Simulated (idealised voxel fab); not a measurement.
process module | voxel self aligned vias
cross-section cut | 265 nm wide | cells 5 nm
A cross-section is a grid of square cells, given in bands from the top down. A band is one or more rows of cells.
Each band's line starts with the height of the band's top and of its bottom, in nm. Then come its materials from left to right, each with its width in nm. One material with "throughout" fills the band from edge to edge. "air" is empty space.
Height 0 is the level under which the wafer as received is all one material. The lowest band goes on downwards, as in "0 down".
A width such as "30 to 40" changes by the same amount from each row of cells to the next, from the band's top row to its bottom row.
"no change" after a step means that no cell of the cross-section changed.
closed voids: empty space of 8 cells or more with no open way to the top, each as width x height at its distance from the left edge, in nm
after a step's settings: what the simulator itself notes on the step
overlay nm, on a step with a mask: how far to the right of its planned place the mask lay; to the left if negative
plan
1 op RECEIVE | material Si
2 op CONFORMAL_DEP | material SiO2 | thk nm 15
3 op CONFORMAL_DEP | material SiCN | thk nm 5
4 op DIRECTIONAL_DEP | material SiO2 | thk nm 30
5 op MASKED_ETCH | tone open | mask id LINES | width nm 25 | pitch nm 70 | etch materials SiO2 | depth nm 30 | overlay nm 0
6 op CONFORMAL_DEP | material TiN | thk nm 5
7 op FILL_DEP | material W | thk nm 10
8 op CMP | height nm 50
9 op SELECTIVE_ETCH | etch materials W Ru TiN | depth nm 10
10 op FILL_DEP | material SiN | thk nm 10
11 op CMP | height nm 50
12 op DIRECTIONAL_DEP | material SiO2 | thk nm 15
13 op DIRECTIONAL_DEP | material aC | thk nm 10
14 op PATTERN | tone open | mask id VIAS | material resist | width nm 45 | pitch nm 70 | thk nm 25 | overlay nm 0
15 op DIRECTIONAL_ETCH | etch materials aC | depth nm 10
16 op STRIP | etch materials resist
17 op DIRECTIONAL_ETCH | etch materials SiO2 | depth nm 15
18 op DIRECTIONAL_ETCH | etch materials SiN | depth nm 10
19 op STRIP | etch materials aC
20 op CONFORMAL_DEP | material TiN | thk nm 5
21 op FILL_DEP | material W | thk nm 10
22 op CMP | height nm 65
23 op CONFORMAL_DEP | material SiCN | thk nm 5
as received, after step 1
  0 down: Si throughout
  closed voids: none
a wafer at the end: this start, this plan, one mistake
  70 to 65: SiCN throughout
  65 to 50: SiO2 40 | TiN 5 | W 35 | TiN 5 | SiO2 25 | TiN 5 | W 35 | TiN 5 | SiO2 25 | TiN 5 | W 35 | TiN 5 | SiO2 40
  50 to 45: SiN 40 | TiN 5 | W 35 | TiN 5 | SiN 25 | TiN 5 | W 35 | TiN 5 | SiN 25 | TiN 5 | W 35 | TiN 5 | SiN 40
  45 to 40: SiN 40 | TiN 45 | SiN 25 | TiN 45 | SiN 25 | TiN 45 | SiN 40
  40 to 20: W throughout
  20 to 15: SiCN throughout
  15 to 0: SiO2 throughout
  0 down: Si throughout
  closed voids: none
what went wrong: step 4 ran as: op DIRECTIONAL_DEP | material W | thk nm 30
